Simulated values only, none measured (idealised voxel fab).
Module name: voxel trench capacitor (process module)
Square cells of 5 nm make up the cross-section cut, whose width is 245 nm.
Cross-section, as written here: a square-cell grid given band by band from the top down, where a band holds one or more rows of cells. For a band, the entry starts with two heights in nm, that of the top and then that of the bottom, and carries on with the band's materials in order from left to right, each alongside its width in nm; the word "throughout" beside a single material means it fills the band edge to edge, and "blank" means empty space. Height is counted from the level 0, under which the received wafer is composed throughout of one material. The lowest of the bands is not closed at the bottom but continues downward, in the notation "0..down". Quick explanation for "30->40": the width changes in equal steps down the rows of cells, from the first number in the band's top row to the second number in its bottom row. "no modification" (step): cross-section cells unchanged, all of them. Heads up: "Enclosed void entries" only lists the empty pockets with no open path to the top that are 8 cells or more, and it writes them as width x height at distance, distance from the left edge, in nm. Post-settings text on a step line: simulator's own remark regarding the step. overlay nm: how far to the right of its planned place the mask lay on this masked step (negative: to the left).
# Set out below are the planned steps of the process
1 RECEIVE: material Si
2 CONFORMAL_DEP: material SiN, thk nm 5
3 DIRECTIONAL_DEP: material aC, thk nm 15
4 PATTERN: tone open, mask id TRENCH, material resist, width nm 15, pitch nm 35, thk nm 35, overlay nm -15
5 DIRECTIONAL_ETCH: etch materials aC, depth nm 15
6 STRIP: etch materials resist
7 DIRECTIONAL_ETCH: etch materials SiN, depth nm 5
8 DIRECTIONAL_ETCH: etch materials Si, depth nm 35
9 STRIP: etch materials aC
10 CONFORMAL_DEP: material SiO2, thk nm 5
11 FILL_DEP: material polySi, thk nm 10
12 CMP: height nm 5
It is noted that the wafers described herein are identical at the outset and are distinguished by the overlay nm of step 4; the value stated in the plan corresponds to the first wafer.
# As received, i.e. after step 1: cross-section through the first of several wafers
    0..down: Si throughout
    Enclosed void entries: none
# Each row below is a wafer at the end of the module, listing for every material the number of cells it has gained (+) or lost (-) since it was received, followed by its closed voids
overlay nm -15 | -42 Si | +43 SiN | +34 SiO2 | +14 polySi | Enclosed void entries: none
overlay nm -10 | -42 Si | +43 SiN | +34 SiO2 | +14 polySi | Enclosed void entries: none
overlay nm -5 | -42 Si | +43 SiN | +34 SiO2 | +14 polySi | Enclosed void entries: none
overlay nm 0 | -42 Si | +43 SiN | +34 SiO2 | +14 polySi | Enclosed void entries: none
overlay nm 5 | -42 Si | +43 SiN | +34 SiO2 | +14 polySi | Enclosed void entries: none
overlay nm 10 | -42 Si | +43 SiN | +34 SiO2 | +14 polySi | Enclosed void entries: none
overlay nm 15 | -42 Si | +43 SiN | +34 SiO2 | +14 polySi | Enclosed void entries: none
